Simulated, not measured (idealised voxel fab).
Process module in this document: voxel ribs on slabs
The width of the displayed cross-section, cut, is 285 nm; its cells are square, with a size of 5 nm.
Heads up, the way a cross-section reads in here is a grid of square cells, handed over as bands from the top down, with every band being one or more rows of cells. First you get the band's top height and its bottom height, in nm, and then the materials it's made of, left to right, with each width in nm. If you see a single material with "edge to edge", that one covers the band edge to edge. "blank" is empty space. Measure heights from 0. That's the level where, below it, the as-received wafer is all one material. The lowest band is bottomless and extends downward; write it as in "top 0, no bottom". Width: "30->40" (first number = top row, second number = bottom row, same change from row to row of cells). "nothing changed" for a step: no cell of the cross-section changed in that step. Empty spaces counting at least 8 cells and having no open way to the top are listed in "Listed closed voids". The notation width x height at distance is used for each, the distance being from the left edge and all three values in nm. Post-settings text on a step line: simulator's own remark regarding the step. "overlay nm" answers the question of how far to the right of plan the mask lay on a step that has a mask, and when it is negative the answer is to the left.
Process steps (planned):
| 1 | RECEIVE | material Si |
| 2 | DIRECTIONAL_DEP | material SiO2 | thk nm 30 |
| 3 | DIRECTIONAL_DEP | material SiN | thk nm 20 |
| 4 | MASKED_ETCH | tone cover | mask id RIB | width nm 25 | etch materials SiN | depth nm 15 | overlay nm -15 |
| 5 | PATTERN | tone cover | mask id SLAB | material resist | width nm 65 | thk nm 15 | overlay nm 0 |
| 6 | DIRECTIONAL_ETCH | etch materials SiN | depth nm 5 |
| 7 | STRIP | etch materials resist |
| 8 | FILL_DEP | material SiO2 | thk nm 25 |
| 9 | CMP | height nm 70 |
| 10 | DIRECTIONAL_DEP | material TiN | thk nm 10 |
| 11 | DIRECTIONAL_DEP | material aC | thk nm 15 |
| 12 | PATTERN | tone cover | mask id HEATER | material resist | width nm 35 | thk nm 35 | overlay nm 0 |
| 13 | DIRECTIONAL_ETCH | etch materials aC | depth nm 15 |
| 14 | STRIP | etch materials resist |
| 15 | DIRECTIONAL_ETCH | etch materials TiN | depth nm 10 |
| 16 | STRIP | etch materials aC |
| 17 | CONFORMAL_DEP | material SiO2 | thk nm 5 |
Wafers differ in overlay nm at step 4; plan lists the first wafer's value; identical starting state.
Cross-section of the first incoming wafer of several, state after step 1:
- top 0, no bottom  Si edge to edge
- Listed closed voids: none
So in this table every wafer gets its own row, and what you see is where it stands at the end of the module: for each material, how many cells it picked up (+) or gave up (-) since we received it, and after that its closed voids:
overlay nm -15, +28 SiN, +831 SiO2, +14 TiN, Listed closed voids: none
overlay nm -10, +28 SiN, +831 SiO2, +14 TiN, Listed closed voids: none
overlay nm -5, +28 SiN, +831 SiO2, +14 TiN, Listed closed voids: none
overlay nm 0, +28 SiN, +831 SiO2, +14 TiN, Listed closed voids: none
overlay nm 5, +28 SiN, +831 SiO2, +14 TiN, Listed closed voids: none
overlay nm 10, +28 SiN, +831 SiO2, +14 TiN, Listed closed voids: none
overlay nm 15, +28 SiN, +831 SiO2, +14 TiN, Listed closed voids: none
